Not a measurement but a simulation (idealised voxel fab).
The name of this process module is voxel transistor to metal.
In the cross-section labelled cut, the width is 260 nm and each square cell is 5 nm.
A cross-section in this document is a grid of square cells, and it is written down as bands, the top band listed before the ones below it; a band is made up of one or more rows of cells. A band entry consists of two parts. The first gives the height of the band's top and the height of its bottom, in nm. The rest lists the band's materials from left to right, each with its width in nm. A single material labelled with the word "throughout" fills the band from edge to edge, and the word "blank" marks empty space. Heights from 0 (as-received wafer is one material below). Bottom band endless downward, as "0 nm and below". Quick explanation for "30..40": the width changes in equal steps down the rows of cells, from the first number in the band's top row to the second number in its bottom row. No cell of the cross-section changed in a step that is given as "no modification". Entry "Closed void register". Content: empty spaces with no open connection to the top, size 8 cells or greater. Each: width x height at distance. Distance: from left edge. Unit: nm. Post-settings text on a step line: simulator's own remark regarding the step. overlay nm: mask right of planned place by this much (step with mask). Neg. = left. Heads up before you read on: it's before/after pairs around one process step each, after side only down to the lowest band that changed, step plus settings under the pair. Pairs can be from different runs of this module, same starting wafer, so only chain a pair onto the one above if its "Before processing step" entry says so.
## Before processing step
0 nm and below  Si throughout
Closed void register: none
## Cross-Section Thereafter
0 nm to -5 nm  SiO2 throughout
Below a height of -5, the structure has not been altered.
Closed void register: none
The structure goes from the before cross-section above to the after cross-section through OXIDIZE,depth nm 5
Before processing step: This step starts from the configuration shown after the step in the pair immediately above.
## Cross-Section Thereafter
15 nm to 0 nm  SiN throughout
Below a height of 0, the structure has not been altered.
Closed void register: none
The structure goes from the before cross-section above to the after cross-section through CONFORMAL_DEP,material SiN,thk nm 15
Before processing step: This step starts from the configuration shown after the step in the pair immediately above.
## Cross-Section Thereafter
30 nm to 15 nm  blank 20; resist 95; blank 30; resist 95; blank 20
Below a height of 15, the structure has not been altered.
Closed void register: none
The structure goes from the before cross-section above to the after cross-section through PATTERN,tone cover,mask id ACTIVE,material resist,width nm 95,pitch nm 125,thk nm 15,overlay nm 0
Before processing step: This step starts from the configuration shown after the step in the pair immediately above.
## Cross-Section Thereafter
30 nm to 15 nm  blank 20; resist 95; blank 30; resist 95; blank 20
15 nm to 0 nm  blank 20; SiN 95; blank 30; SiN 95; blank 20
Below a height of 0, the structure has not been altered.
Closed void register: none
The structure goes from the before cross-section above to the after cross-section through DIRECTIONAL_ETCH,etch materials SiN,depth nm 15
Before processing step: This step starts from the configuration shown after the step in the pair immediately above.
## Cross-Section Thereafter
30 nm to 15 nm  blank 20; resist 95; blank 30; resist 95; blank 20
15 nm to 0 nm  blank 20; SiN 95; blank 30; SiN 95; blank 20
0 nm to -5 nm  blank 20; SiO2 95; blank 30; SiO2 95; blank 20
Below a height of -5, the structure has not been altered.
Closed void register: none
The structure goes from the before cross-section above to the after cross-section through DIRECTIONAL_ETCH,etch materials SiO2,depth nm 5
Before processing step: This step starts from the configuration shown after the step in the pair immediately above.
## Cross-Section Thereafter
30 nm to 15 nm  blank 20; resist 95; blank 30; resist 95; blank 20
15 nm to 0 nm  blank 20; SiN 95; blank 30; SiN 95; blank 20
0 nm to -5 nm  blank 20; SiO2 95; blank 30; SiO2 95; blank 20
-5 nm to -35 nm  blank 20; Si 95; blank 30; Si 95; blank 20
Below a height of -35, the structure has not been altered.
Closed void register: none
The structure goes from the before cross-section above to the after cross-section through DIRECTIONAL_ETCH,etch materials Si,depth nm 30
Before processing step: This step starts from the configuration shown after the step in the pair immediately above.
## Cross-Section Thereafter
15 nm to 0 nm  blank 20; SiN 95; blank 30; SiN 95; blank 20
Below a height of 0, the structure has not been altered.
Closed void register: none
The structure goes from the before cross-section above to the after cross-section through STRIP,etch materials resist
Before processing step: This step starts from the configuration shown after the step in the pair immediately above.
## Cross-Section Thereafter
15 nm to 0 nm  blank 20; SiN 95; blank 30; SiN 95; blank 20
0 nm to -5 nm  blank 20; SiO2 95; blank 30; SiO2 95; blank 20
-5 nm to -35 nm  blank 20; SiO2 5; Si 85; SiO2 5; blank 30; SiO2 5; Si 85; SiO2 5; blank 20
-35 nm to -40 nm  SiO2 25; Si 85; SiO2 40; Si 85; SiO2 25
Below a height of -40, the structure has not been altered.
Closed void register: none
The structure goes from the before cross-section above to the after cross-section through OXIDIZE,depth nm 5
Before processing step: This step starts from the configuration shown after the step in the pair immediately above.
## Cross-Section Thereafter
25 nm to 15 nm  SiO2 throughout
15 nm to 0 nm  SiO2 20; SiN 95; SiO2 30; SiN 95; SiO2 20
0 nm to -5 nm  SiO2 throughout
-5 nm to -40 nm  SiO2 25; Si 85; SiO2 40; Si 85; SiO2 25
Below a height of -40, the structure has not been altered.
Closed void register: none
The structure goes from the before cross-section above to the after cross-section through FILL_DEP,material SiO2,thk nm 10
Before processing step: This step starts from the configuration shown after the step in the pair immediately above.
## Cross-Section Thereafter
15 nm to 0 nm  SiO2 20; SiN 95; SiO2 30; SiN 95; SiO2 20
Below a height of 0, the structure has not been altered.
Closed void register: none
The structure goes from the before cross-section above to the after cross-section through CMP,height nm 15
Before processing step: This step starts from the configuration shown after the step in the pair immediately above.
## Cross-Section Thereafter
15 nm to 5 nm  blank 20; SiN 95; blank 30; SiN 95; blank 20
Below a height of 5, the structure has not been altered.
Closed void register: none
The structure goes from the before cross-section above to the after cross-section through SELECTIVE_ETCH,etch materials SiO2,depth nm 10
Before processing step: This step starts from the configuration shown after the step in the pair immediately above.
## Cross-Section Thereafter
5 nm to 0 nm  SiO2 20; blank 95; SiO2 30; blank 95; SiO2 20
Below a height of 0, the structure has not been altered.
Closed void register: none
The structure goes from the before cross-section above to the after cross-section through STRIP,etch materials SiN
Before processing step: This step starts from the configuration shown after the step in the pair immediately above.
## Cross-Section Thereafter
0 nm to -5 nm  SiO2 15; blank 105; SiO2 20; blank 105; SiO2 15
Below a height of -5, the structure has not been altered.
Closed void register: none
The structure goes from the before cross-section above to the after cross-section through SELECTIVE_ETCH,etch materials SiO2,depth nm 5
Before processing step: This step starts from the configuration shown after the step in the pair immediately above.
## Cross-Section Thereafter
0 nm to -5 nm  SiO2 15; blank 105; SiO2 20; blank 105; SiO2 15
-5 nm to -10 nm  SiO2 throughout
Below a height of -10, the structure has not been altered.
Closed void register: none
The structure goes from the before cross-section above to the after cross-section through OXIDIZE,depth nm 5
Before processing step: This step starts from the configuration shown after the step in the pair immediately above.
## Cross-Section Thereafter
25 nm to 20 nm  polySi 15; blank 105; polySi 20; blank 105; polySi 15
20 nm to 0 nm  polySi throughout
0 nm to -5 nm  SiO2 15; polySi 105; SiO2 20; polySi 105; SiO2 15
Below a height of -5, the structure has not been altered.
Closed void register: none
The structure goes from the before cross-section above to the after cross-section through DIRECTIONAL_DEP,material polySi,thk nm 25
Before processing step: This step starts from the configuration shown after the step in the pair immediately above.
## Cross-Section Thereafter
40 nm to 35 nm  SiCN 15; blank 105; SiCN 20; blank 105; SiCN 15
35 nm to 25 nm  SiCN throughout
25 nm to 20 nm  polySi 15; SiCN 105; polySi 20; SiCN 105; polySi 15
Below a height of 20, the structure has not been altered.
Closed void register: none
The structure goes from the before cross-section above to the after cross-section through DIRECTIONAL_DEP,material SiCN,thk nm 15
Before processing step: This step starts from the configuration shown after the step in the pair immediately above.
## Cross-Section Thereafter
35 nm to 25 nm  blank 55; SiCN 25; blank 100; SiCN 25; blank 55
25 nm to 20 nm  polySi 15; blank 40; SiCN 25; blank 40; polySi 20; blank 40; SiCN 25; blank 40; polySi 15
Below a height of 20, the structure has not been altered.
Closed void register: none
The structure goes from the before cross-section above to the after cross-section through MASKED_ETCH,tone cover,mask id GATE,width nm 25,pitch nm 125,etch materials SiCN,depth nm 25,overlay nm 0
Before processing step: This step starts from the configuration shown after the step in the pair immediately above.
## Cross-Section Thereafter
35 nm to 20 nm  blank 55; SiCN 25; blank 100; SiCN 25; blank 55
20 nm to 0 nm  blank 55; polySi 25; blank 100; polySi 25; blank 55
0 nm to -5 nm  SiO2 15; blank 40; polySi 25; blank 40; SiO2 20; blank 40; polySi 25; blank 40; SiO2 15
Below a height of -5, the structure has not been altered.
Closed void register: none
The structure goes from the before cross-section above to the after cross-section through MASKED_ETCH,tone cover,mask id GATE,width nm 25,pitch nm 125,etch materials polySi,depth nm 35,overlay nm 0
Before processing step: This step starts from the configuration shown after the step in the pair immediately above.
## Cross-Section Thereafter
40 nm to 35 nm  blank 50; SiN 35; blank 90; SiN 35; blank 50
35 nm to 20 nm  blank 50; SiN 5; SiCN 25; SiN 5; blank 90; SiN 5; SiCN 25; SiN 5; blank 50
20 nm to 5 nm  blank 50; SiN 5; polySi 25; SiN 5; blank 90; SiN 5; polySi 25; SiN 5; blank 50
5 nm to 0 nm  SiN 20; blank 30; SiN 5; polySi 25; SiN 5; blank 30; SiN 30; blank 30; SiN 5; polySi 25; SiN 5; blank 30; SiN 20
0 nm to -5 nm  SiO2 15; SiN 40; polySi 25; SiN 40; SiO2 20; SiN 40; polySi 25; SiN 40; SiO2 15
Below a height of -5, the structure has not been altered.
Closed void register: none
The structure goes from the before cross-section above to the after cross-section through CONFORMAL_DEP,material SiN,thk nm 5
Before processing step: This step starts from the configuration shown after the step in the pair immediately above.
## Cross-Section Thereafter
35 nm to 20 nm  blank 50; SiN 5; SiCN 25; SiN 5; blank 90; SiN 5; SiCN 25; SiN 5; blank 50
20 nm to 0 nm  blank 50; SiN 5; polySi 25; SiN 5; blank 90; SiN 5; polySi 25; SiN 5; blank 50
0 nm to -5 nm  SiO2 15; SiN 5; blank 30; SiN 5; polySi 25; SiN 5; blank 30; SiN 5; SiO2 20; SiN 5; blank 30; SiN 5; polySi 25; SiN 5; blank 30; SiN 5; SiO2 15
Below a height of -5, the structure has not been altered.
Closed void register: none
The structure goes from the before cross-section above to the after cross-section through DIRECTIONAL_ETCH,etch materials SiN,depth nm 5
Before processing step: This step starts from the configuration shown after the step in the pair immediately above.
## Cross-Section Thereafter
35 nm to 20 nm  blank 50; SiN 5; SiCN 25; SiN 5; blank 90; SiN 5; SiCN 25; SiN 5; blank 50
20 nm to 0 nm  blank 50; SiN 5; polySi 25; SiN 5; blank 90; SiN 5; polySi 25; SiN 5; blank 50
0 nm to -5 nm  blank 15; SiN 5; blank 30; SiN 5; polySi 25; SiN 5; blank 30; SiN 5; blank 20; SiN 5; blank 30; SiN 5; polySi 25; SiN 5; blank 30; SiN 5; blank 15
-5 nm to -10 nm  SiO2 20; blank 30; SiO2 35; blank 30; SiO2 30; blank 30; SiO2 35; blank 30; SiO2 20
Below a height of -10, the structure has not been altered.
Closed void register: none
The structure goes from the before cross-section above to the after cross-section through DIRECTIONAL_ETCH,etch materials SiO2,depth nm 5
Before processing step: This step starts from the configuration shown after the step in the pair immediately above.
## Cross-Section Thereafter
35 nm to 20 nm  blank 50; SiN 5; SiCN 25; SiN 5; blank 90; SiN 5; SiCN 25; SiN 5; blank 50
20 nm to 0 nm  blank 50; SiN 5; polySi 25; SiN 5; blank 90; SiN 5; polySi 25; SiN 5; blank 50
0 nm to -5 nm  blank 15; SiN 5; blank 30; SiN 5; polySi 25; SiN 5; blank 30; SiN 5; blank 20; SiN 5; blank 30; SiN 5; polySi 25; SiN 5; blank 30; SiN 5; blank 15
-5 nm to -10 nm  SiO2 20; blank 30; SiO2 35; blank 30; SiO2 30; blank 30; SiO2 35; blank 30; SiO2 20
-10 nm to -25 nm  SiO2 25; blank 25; Si 35; blank 25; SiO2 40; blank 25; Si 35; blank 25; SiO2 25
Below a height of -25, the structure has not been altered.
Closed void register: none
The structure goes from the before cross-section above to the after cross-section through DIRECTIONAL_ETCH,etch materials Si,depth nm 15
Before processing step: This step starts from the configuration shown after the step in the pair immediately above.
## Cross-Section Thereafter
35 nm to 20 nm  blank 50; SiN 5; SiCN 25; SiN 5; blank 90; SiN 5; SiCN 25; SiN 5; blank 50
20 nm to 5 nm  blank 50; SiN 5; polySi 25; SiN 5; blank 90; SiN 5; polySi 25; SiN 5; blank 50
5 nm to 0 nm  blank 35; SiGe 15; SiN 5; polySi 25; SiN 5; SiGe 15; blank 60; SiGe 15; SiN 5; polySi 25; SiN 5; SiGe 15; blank 35
0 nm to -5 nm  blank 15; SiN 5; blank 15; SiGe 15; SiN 5; polySi 25; SiN 5; SiGe 15; blank 15; SiN 5; blank 20; SiN 5; blank 15; SiGe 15; SiN 5; polySi 25; SiN 5; SiGe 15; blank 15; SiN 5; blank 15
-5 nm to -10 nm  SiO2 20; blank 15; SiGe 15; SiO2 35; SiGe 15; blank 15; SiO2 30; blank 15; SiGe 15; SiO2 35; SiGe 15; blank 15; SiO2 20
-10 nm to -25 nm  SiO2 25; SiGe 25; Si 35; SiGe 25; SiO2 40; SiGe 25; Si 35; SiGe 25; SiO2 25
Below a height of -25, the structure has not been altered.
Closed void register: none
The structure goes from the before cross-section above to the after cross-section through EPI,material SiGe,thk nm 15
Before processing step: This step starts from the configuration shown after the step in the pair immediately above.
## Cross-Section Thereafter
40 nm to 35 nm  SiO2 throughout
35 nm to 20 nm  SiO2 50; SiN 5; SiCN 25; SiN 5; SiO2 90; SiN 5; SiCN 25; SiN 5; SiO2 50
20 nm to 5 nm  SiO2 50; SiN 5; polySi 25; SiN 5; SiO2 90; SiN 5; polySi 25; SiN 5; SiO2 50
5 nm to 0 nm  SiO2 35; SiGe 15; SiN 5; polySi 25; SiN 5; SiGe 15; SiO2 60; SiGe 15; SiN 5; polySi 25; SiN 5; SiGe 15; SiO2 35
0 nm to -5 nm  SiO2 15; SiN 5; SiO2 15; SiGe 15; SiN 5; polySi 25; SiN 5; SiGe 15; SiO2 15; SiN 5; SiO2 20; SiN 5; SiO2 15; SiGe 15; SiN 5; polySi 25; SiN 5; SiGe 15; SiO2 15; SiN 5; SiO2 15
-5 nm to -10 nm  SiO2 35; SiGe 15; SiO2 35; SiGe 15; SiO2 60; SiGe 15; SiO2 35; SiGe 15; SiO2 35
Below a height of -10, the structure has not been altered.
Closed void register: none
The structure goes from the before cross-section above to the after cross-section through FILL_DEP,material SiO2,thk nm 5
Before processing step: This step starts from the configuration shown after the step in the pair immediately above.
## Cross-Section Thereafter
35 nm to 20 nm  SiO2 50; SiN 5; SiCN 25; SiN 5; SiO2 90; SiN 5; SiCN 25; SiN 5; SiO2 50
Below a height of 20, the structure has not been altered.
Closed void register: none
The structure goes from the before cross-section above to the after cross-section through CMP,height nm 35
Before processing step: This step starts from the configuration shown after the step in the pair immediately above.
## Cross-Section Thereafter
50 nm to 35 nm  SiO2 throughout
Below a height of 35, the structure has not been altered.
Closed void register: none
The structure goes from the before cross-section above to the after cross-section through DIRECTIONAL_DEP,material SiO2,thk nm 15
Before processing step: This step starts from the configuration shown after the step in the pair immediately above.
## Cross-Section Thereafter
50 nm to 35 nm  SiO2 25; blank 25; SiO2 35; blank 25; SiO2 40; blank 25; SiO2 35; blank 25; SiO2 25
35 nm to 20 nm  SiO2 25; blank 25; SiN 5; SiCN 25; SiN 5; blank 25; SiO2 40; blank 25; SiN 5; SiCN 25; SiN 5; blank 25; SiO2 25
20 nm to 5 nm  SiO2 25; blank 25; SiN 5; polySi 25; SiN 5; blank 25; SiO2 40; blank 25; SiN 5; polySi 25; SiN 5; blank 25; SiO2 25
5 nm to 0 nm  SiO2 25; blank 10; SiGe 15; SiN 5; polySi 25; SiN 5; SiGe 15; blank 10; SiO2 40; blank 10; SiGe 15; SiN 5; polySi 25; SiN 5; SiGe 15; blank 10; SiO2 25
0 nm to -5 nm  SiO2 15; SiN 5; SiO2 5; blank 10; SiGe 15; SiN 5; polySi 25; SiN 5; SiGe 15; blank 10; SiO2 5; SiN 5; SiO2 20; SiN 5; SiO2 5; blank 10; SiGe 15; SiN 5; polySi 25; SiN 5; SiGe 15; blank 10; SiO2 5; SiN 5; SiO2 15
-5 nm to -10 nm  SiO2 25; blank 10; SiGe 15; SiO2 35; SiGe 15; blank 10; SiO2 40; blank 10; SiGe 15; SiO2 35; SiGe 15; blank 10; SiO2 25
Below a height of -10, the structure has not been altered.
Closed void register: none
The structure goes from the before cross-section above to the after cross-section through MASKED_ETCH,tone open,mask id CONTACT,width nm 25,etch materials SiO2,depth nm 60,overlay nm 0
Before processing step: This step starts from the configuration shown after the step in the pair immediately above.
## Cross-Section Thereafter
55 nm to 50 nm  TiN 30; blank 15; TiN 45; blank 15; TiN 50; blank 15; TiN 45; blank 15; TiN 30
50 nm to 35 nm  SiO2 25; TiN 5; blank 15; TiN 5; SiO2 35; TiN 5; blank 15; TiN 5; SiO2 40; TiN 5; blank 15; TiN 5; SiO2 35; TiN 5; blank 15; TiN 5; SiO2 25
35 nm to 20 nm  SiO2 25; TiN 5; blank 15; TiN 5; SiN 5; SiCN 25; SiN 5; TiN 5; blank 15; TiN 5; SiO2 40; TiN 5; blank 15; TiN 5; SiN 5; SiCN 25; SiN 5; TiN 5; blank 15; TiN 5; SiO2 25
20 nm to 10 nm  SiO2 25; TiN 5; blank 15; TiN 5; SiN 5; polySi 25; SiN 5; TiN 5; blank 15; TiN 5; SiO2 40; TiN 5; blank 15; TiN 5; SiN 5; polySi 25; SiN 5; TiN 5; blank 15; TiN 5; SiO2 25
10 nm to 5 nm  SiO2 25; TiN 25; SiN 5; polySi 25; SiN 5; TiN 25; SiO2 40; TiN 25; SiN 5; polySi 25; SiN 5; TiN 25; SiO2 25
5 nm to 0 nm  SiO2 25; TiN 10; SiGe 15; SiN 5; polySi 25; SiN 5; SiGe 15; TiN 10; SiO2 40; TiN 10; SiGe 15; SiN 5; polySi 25; SiN 5; SiGe 15; TiN 10; SiO2 25
0 nm to -5 nm  SiO2 15; SiN 5; SiO2 5; TiN 10; SiGe 15; SiN 5; polySi 25; SiN 5; SiGe 15; TiN 10; SiO2 5; SiN 5; SiO2 20; SiN 5; SiO2 5; TiN 10; SiGe 15; SiN 5; polySi 25; SiN 5; SiGe 15; TiN 10; SiO2 5; SiN 5; SiO2 15
-5 nm to -10 nm  SiO2 25; TiN 10; SiGe 15; SiO2 35; SiGe 15; TiN 10; SiO2 40; TiN 10; SiGe 15; SiO2 35; SiGe 15; TiN 10; SiO2 25
Below a height of -10, the structure has not been altered.
Closed void register: none
The structure goes from the before cross-section above to the after cross-section through CONFORMAL_DEP,material TiN,thk nm 5
Before processing step: This step starts from the configuration shown after the step in the pair immediately above.
## Cross-Section Thereafter
60 nm to 55 nm  W throughout
55 nm to 50 nm  TiN 30; W 15; TiN 45; W 15; TiN 50; W 15; TiN 45; W 15; TiN 30
50 nm to 35 nm  SiO2 25; TiN 5; W 15; TiN 5; SiO2 35; TiN 5; W 15; TiN 5; SiO2 40; TiN 5; W 15; TiN 5; SiO2 35; TiN 5; W 15; TiN 5; SiO2 25
35 nm to 20 nm  SiO2 25; TiN 5; W 15; TiN 5; SiN 5; SiCN 25; SiN 5; TiN 5; W 15; TiN 5; SiO2 40; TiN 5; W 15; TiN 5; SiN 5; SiCN 25; SiN 5; TiN 5; W 15; TiN 5; SiO2 25
20 nm to 10 nm  SiO2 25; TiN 5; W 15; TiN 5; SiN 5; polySi 25; SiN 5; TiN 5; W 15; TiN 5; SiO2 40; TiN 5; W 15; TiN 5; SiN 5; polySi 25; SiN 5; TiN 5; W 15; TiN 5; SiO2 25
Below a height of 10, the structure has not been altered.
Closed void register: none
The structure goes from the before cross-section above to the after cross-section through FILL_DEP,material W,thk nm 5
Before processing step: This step starts from the configuration shown after the step in the pair immediately above.
## Cross-Section Thereafter
50 nm to 35 nm  SiO2 25; TiN 5; W 15; TiN 5; SiO2 35; TiN 5; W 15; TiN 5; SiO2 40; TiN 5; W 15; TiN 5; SiO2 35; TiN 5; W 15; TiN 5; SiO2 25
Below a height of 35, the structure has not been altered.
Closed void register: none
The structure goes from the before cross-section above to the after cross-section through CMP,height nm 50
Before processing step: This step starts from the configuration shown after the step in the pair immediately above.
## Cross-Section Thereafter
55 nm to 50 nm  SiN throughout
Below a height of 50, the structure has not been altered.
Closed void register: none
The structure goes from the before cross-section above to the after cross-section through CONFORMAL_DEP,material SiN,thk nm 5
Before processing step: This step starts from the configuration shown after the step in the pair immediately above.
## Cross-Section Thereafter
70 nm to 55 nm  SiO2 throughout
Below a height of 55, the structure has not been altered.
Closed void register: none
The structure goes from the before cross-section above to the after cross-section through DIRECTIONAL_DEP,material SiO2,thk nm 15
Before processing step: This step starts from the configuration shown after the step in the pair immediately above.
## Cross-Section Thereafter
85 nm to 70 nm  aC throughout
Below a height of 70, the structure has not been altered.
Closed void register: none
The structure goes from the before cross-section above to the after cross-section through DIRECTIONAL_DEP,material aC,thk nm 15
Before processing step: This step starts from the configuration shown after the step in the pair immediately above.
## Cross-Section Thereafter
115 nm to 85 nm  resist 25; blank 15; resist 55; blank 15; resist 40; blank 15; resist 55; blank 15; resist 25
Below a height of 85, the structure has not been altered.
Closed void register: none
The structure goes from the before cross-section above to the after cross-section through PATTERN,tone open,mask id METAL_1,material resist,width nm 15,thk nm 30,overlay nm 0
Before processing step: This step starts from the configuration shown after the step in the pair immediately above.
## Cross-Section Thereafter
100 nm to 85 nm  resist 25; blank 15; resist 55; blank 15; resist 40; blank 15; resist 55; blank 15; resist 25
85 nm to 70 nm  aC 25; blank 15; aC 55; blank 15; aC 40; blank 15; aC 55; blank 15; aC 25
Below a height of 70, the structure has not been altered.
Closed void register: none
The structure goes from the before cross-section above to the after cross-section through DIRECTIONAL_ETCH,etch materials aC,depth nm 15
Before processing step: This step starts from the configuration shown after the step in the pair immediately above.
## Cross-Section Thereafter
85 nm to 70 nm  aC 25; blank 15; aC 55; blank 15; aC 40; blank 15; aC 55; blank 15; aC 25
Below a height of 70, the structure has not been altered.
Closed void register: none
The structure goes from the before cross-section above to the after cross-section through STRIP,etch materials resist
Before processing step: This step starts from the configuration shown after the step in the pair immediately above.
## Cross-Section Thereafter
85 nm to 70 nm  aC 25; blank 15; aC 55; blank 15; aC 40; blank 15; aC 55; blank 15; aC 25
70 nm to 55 nm  SiO2 25; blank 15; SiO2 55; blank 15; SiO2 40; blank 15; SiO2 55; blank 15; SiO2 25
Below a height of 55, the structure has not been altered.
Closed void register: none
The structure goes from the before cross-section above to the after cross-section through DIRECTIONAL_ETCH,etch materials SiO2,depth nm 15
Before processing step: This step starts from the configuration shown after the step in the pair immediately above.
## Cross-Section Thereafter
85 nm to 70 nm  aC 25; blank 15; aC 55; blank 15; aC 40; blank 15; aC 55; blank 15; aC 25
70 nm to 55 nm  SiO2 25; blank 15; SiO2 55; blank 15; SiO2 40; blank 15; SiO2 55; blank 15; SiO2 25
55 nm to 50 nm  SiN 25; blank 15; SiN 55; blank 15; SiN 40; blank 15; SiN 55; blank 15; SiN 25
Below a height of 50, the structure has not been altered.
Closed void register: none
The structure goes from the before cross-section above to the after cross-section through DIRECTIONAL_ETCH,etch materials SiN,depth nm 5
Before processing step: This step starts from the configuration shown after the step in the pair immediately above.
## Cross-Section Thereafter
70 nm to 55 nm  SiO2 25; blank 15; SiO2 55; blank 15; SiO2 40; blank 15; SiO2 55; blank 15; SiO2 25
Below a height of 55, the structure has not been altered.
Closed void register: none
The structure goes from the before cross-section above to the after cross-section through STRIP,etch materials aC
Before processing step: This step starts from the configuration shown after the step in the pair immediately above.
## Cross-Section Thereafter
75 nm to 70 nm  TiN 30; blank 5; TiN 65; blank 5; TiN 50; blank 5; TiN 65; blank 5; TiN 30
70 nm to 55 nm  SiO2 25; TiN 5; blank 5; TiN 5; SiO2 55; TiN 5; blank 5; TiN 5; SiO2 40; TiN 5; blank 5; TiN 5; SiO2 55; TiN 5; blank 5; TiN 5; SiO2 25
55 nm to 50 nm  SiN 25; TiN 15; SiN 55; TiN 15; SiN 40; TiN 15; SiN 55; TiN 15; SiN 25
Below a height of 50, the structure has not been altered.
Closed void register: none
The structure goes from the before cross-section above to the after cross-section through CONFORMAL_DEP,material TiN,thk nm 5
Before processing step: This step starts from the configuration shown after the step in the pair immediately above.
## Cross-Section Thereafter
85 nm to 75 nm  Cu throughout
75 nm to 70 nm  TiN 30; Cu 5; TiN 65; Cu 5; TiN 50; Cu 5; TiN 65; Cu 5; TiN 30
70 nm to 55 nm  SiO2 25; TiN 5; Cu 5; TiN 5; SiO2 55; TiN 5; Cu 5; TiN 5; SiO2 40; TiN 5; Cu 5; TiN 5; SiO2 55; TiN 5; Cu 5; TiN 5; SiO2 25
Below a height of 55, the structure has not been altered.
Closed void register: none
The structure goes from the before cross-section above to the after cross-section through FILL_DEP,material Cu,thk nm 10
Before processing step: This step starts from the configuration shown after the step in the pair immediately above.
## Cross-Section Thereafter
70 nm to 55 nm  SiO2 25; TiN 5; Cu 5; TiN 5; SiO2 55; TiN 5; Cu 5; TiN 5; SiO2 40; TiN 5; Cu 5; TiN 5; SiO2 55; TiN 5; Cu 5; TiN 5; SiO2 25
Below a height of 55, the structure has not been altered.
Closed void register: none
The structure goes from the before cross-section above to the after cross-section through CMP,height nm 70
Before processing step: This step starts from the configuration shown after the step in the pair immediately above.
## Cross-Section Thereafter
75 nm to 70 nm  SiN throughout
Below a height of 70, the structure has not been altered.
Closed void register: none
The structure goes from the before cross-section above to the after cross-section through CONFORMAL_DEP,material SiN,thk nm 5
## Before processing step
85 nm to 75 nm  Cu throughout
75 nm to 70 nm  TiN 30; Cu 5; TiN 65; Cu 5; TiN 50; Cu 5; TiN 65; Cu 5; TiN 30
70 nm to 55 nm  SiO2 25; TiN 5; Cu 5; TiN 5; SiO2 55; TiN 5; Cu 5; TiN 5; SiO2 40; TiN 5; Cu 5; TiN 5; SiO2 55; TiN 5; Cu 5; TiN 5; SiO2 25
55 nm to 50 nm  SiN 25; TiN 15; SiN 55; TiN 15; SiN 40; TiN 15; SiN 55; TiN 15; SiN 25
50 nm to 35 nm  SiO2 25; TiN 5; W 15; TiN 5; SiO2 35; TiN 5; W 15; TiN 5; SiO2 40; TiN 5; W 15; TiN 5; SiO2 35; TiN 5; W 15; TiN 5; SiO2 25
35 nm to 20 nm  SiO2 25; TiN 5; W 15; TiN 5; SiN 5; SiCN 25; SiN 5; TiN 5; W 15; TiN 5; SiO2 40; TiN 5; W 15; TiN 5; SiN 5; SiCN 25; SiN 5; TiN 5; W 15; TiN 5; SiO2 25
20 nm to 10 nm  SiO2 25; TiN 5; W 15; TiN 5; SiN 5; polySi 25; SiN 5; TiN 5; W 15; TiN 5; SiO2 40; TiN 5; W 15; TiN 5; SiN 5; polySi 25; SiN 5; TiN 5; W 15; TiN 5; SiO2 25
10 nm to 5 nm  SiO2 25; TiN 25; SiN 5; polySi 25; SiN 5; TiN 25; SiO2 40; TiN 25; SiN 5; polySi 25; SiN 5; TiN 25; SiO2 25
5 nm to 0 nm  SiO2 25; TiN 10; SiGe 15; SiN 5; polySi 25; SiN 5; SiGe 15; TiN 10; SiO2 40; TiN 10; SiGe 15; SiN 5; polySi 25; SiN 5; SiGe 15; TiN 10; SiO2 25
0 nm to -5 nm  SiO2 15; SiN 5; SiO2 5; TiN 10; SiGe 15; SiN 5; polySi 25; SiN 5; SiGe 15; TiN 10; SiO2 5; SiN 5; SiO2 20; SiN 5; SiO2 5; TiN 10; SiGe 15; SiN 5; polySi 25; SiN 5; SiGe 15; TiN 10; SiO2 5; SiN 5; SiO2 15
-5 nm to -10 nm  SiO2 25; TiN 10; SiGe 15; SiO2 35; SiGe 15; TiN 10; SiO2 40; TiN 10; SiGe 15; SiO2 35; SiGe 15; TiN 10; SiO2 25
-10 nm to -25 nm  SiO2 25; SiGe 25; Si 35; SiGe 25; SiO2 40; SiGe 25; Si 35; SiGe 25; SiO2 25
-25 nm to -40 nm  SiO2 25; Si 85; SiO2 40; Si 85; SiO2 25
-40 nm and below  Si throughout
Closed void register: none
## Cross-Section Thereafter
90 nm to 85 nm  SiN throughout
Below a height of 85, the structure has not been altered.
Closed void register: none
The structure goes from the before cross-section above to the after cross-section through CONFORMAL_DEP,material SiN,thk nm 5
## Before processing step
30 nm to 15 nm  blank 20; resist 95; blank 30; resist 95; blank 20
15 nm to 0 nm  blank 20; SiN 95; blank 30; SiN 95; blank 20
0 nm to -5 nm  blank 20; SiO2 95; blank 30; SiO2 95; blank 20
-5 nm to -35 nm  blank 20; Si 95; blank 30; Si 95; blank 20
-35 nm and below  Si throughout
Closed void register: none
## Cross-Section Thereafter
30 nm to 15 nm  blank 20; resist 95; blank 30; resist 95; blank 20
15 nm to 0 nm  blank 20; SiN 95; blank 30; SiN 95; blank 20
0 nm to -5 nm  blank 20; SiO2 95; blank 30; SiO2 95; blank 20
-5 nm to -65 nm  blank 20; Si 95; blank 30; Si 95; blank 20
Below a height of -65, the structure has not been altered.
Closed void register: none
The structure goes from the before cross-section above to the after cross-section through DIRECTIONAL_ETCH,etch materials Si,depth nm 30
Before processing step: This step starts from the configuration shown after the step in the pair immediately above.
## Cross-Section Thereafter
15 nm to 0 nm  blank 20; SiN 95; blank 30; SiN 95; blank 20
Below a height of 0, the structure has not been altered.
Closed void register: none
The structure goes from the before cross-section above to the after cross-section through STRIP,etch materials resist
Before processing step: This step starts from the configuration shown after the step in the pair immediately above.
## Cross-Section Thereafter
15 nm to 0 nm  blank 20; SiN 95; blank 30; SiN 95; blank 20
0 nm to -5 nm  blank 20; SiO2 95; blank 30; SiO2 95; blank 20
-5 nm to -65 nm  blank 20; SiO2 5; Si 85; SiO2 5; blank 30; SiO2 5; Si 85; SiO2 5; blank 20
-65 nm to -70 nm  SiO2 25; Si 85; SiO2 40; Si 85; SiO2 25
Below a height of -70, the structure has not been altered.
Closed void register: none
The structure goes from the before cross-section above to the after cross-section through OXIDIZE,depth nm 5
Before processing step: This step starts from the configuration shown after the step in the pair immediately above.
## Cross-Section Thereafter
25 nm to 15 nm  SiO2 throughout
15 nm to 0 nm  SiO2 20; SiN 95; SiO2 30; SiN 95; SiO2 20
0 nm to -5 nm  SiO2 throughout
-5 nm to -70 nm  SiO2 25; Si 85; SiO2 40; Si 85; SiO2 25
Below a height of -70, the structure has not been altered.
Closed void register: none
The structure goes from the before cross-section above to the after cross-section through FILL_DEP,material SiO2,thk nm 10
Before processing step: This step starts from the configuration shown after the step in the pair immediately above.
## Cross-Section Thereafter
15 nm to 0 nm  SiO2 20; SiN 95; SiO2 30; SiN 95; SiO2 20
Below a height of 0, the structure has not been altered.
Closed void register: none
The structure goes from the before cross-section above to the after cross-section through CMP,height nm 15
